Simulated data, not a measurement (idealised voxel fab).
process module | voxel double patterning
cross-section cut | 200 nm wide | cells 5 nm
A cross-section is a grid of square cells, given in bands from the top down. A band is one or more rows of cells.
Each band's line starts with the height of the band's top and of its bottom, in nm. Then come its materials from left to right, each with its width in nm. One material with "throughout" fills the band from edge to edge. "air" is empty space.
Height 0 is the level under which the wafer as received is all one material. The lowest band goes on downwards, as in "0 down".
A width such as "30 to 40" changes by the same amount from each row of cells to the next, from the band's top row to its bottom row.
"no change" after a step means that no cell of the cross-section changed.
closed voids: empty space of 8 cells or more with no open way to the top, each as width x height at its distance from the left edge, in nm
after a step's settings: what the simulator itself notes on the step
overlay nm, on a step with a mask: how far to the right of its planned place the mask lay; to the left if negative
plan
1 op RECEIVE | material Si
2 op CONFORMAL_DEP | material SiO2 | thk nm 10
3 op DIRECTIONAL_DEP | material TiN | thk nm 15
4 op DIRECTIONAL_DEP | material SiCN | thk nm 10
5 op DIRECTIONAL_DEP | material aC | thk nm 15
6 op PATTERN | tone open | mask id FIRST | material resist | width nm 15 | pitch nm 50 | thk nm 35 | overlay nm 0
7 op DIRECTIONAL_ETCH | etch materials aC | depth nm 15
8 op STRIP | etch materials resist
9 op DIRECTIONAL_ETCH | etch materials SiCN | depth nm 10
10 op STRIP | etch materials aC
11 op PATTERN | tone open | mask id SECOND | material resist | width nm 15 | pitch nm 50 | thk nm 20 | overlay nm 0
12 op DIRECTIONAL_ETCH | etch materials SiCN | depth nm 10
13 op STRIP | etch materials resist
14 op DIRECTIONAL_ETCH | etch materials TiN | depth nm 15
15 op STRIP | etch materials SiCN
as received, after step 1
  0 down: Si throughout
  closed voids: none
first wafer at the end, as planned
  25 to 10: TiN 40 | air 15 | TiN 10 | air 15 | TiN 10 | air 15 | TiN 10 | air 15 | TiN 10 | air 15 | TiN 45
  10 to 0: SiO2 throughout
  0 down: Si throughout
  closed voids: none
second wafer at the end: like start, like plan, one mistake
  15 to 0: TiN 40 | air 15 | TiN 10 | air 15 | TiN 10 | air 15 | TiN 10 | air 15 | TiN 10 | air 15 | TiN 45
  0 down: Si throughout
  closed voids: none
what went wrong: step 2 was left out
at the end the second wafer has, in cells: 80 fewer of SiO2
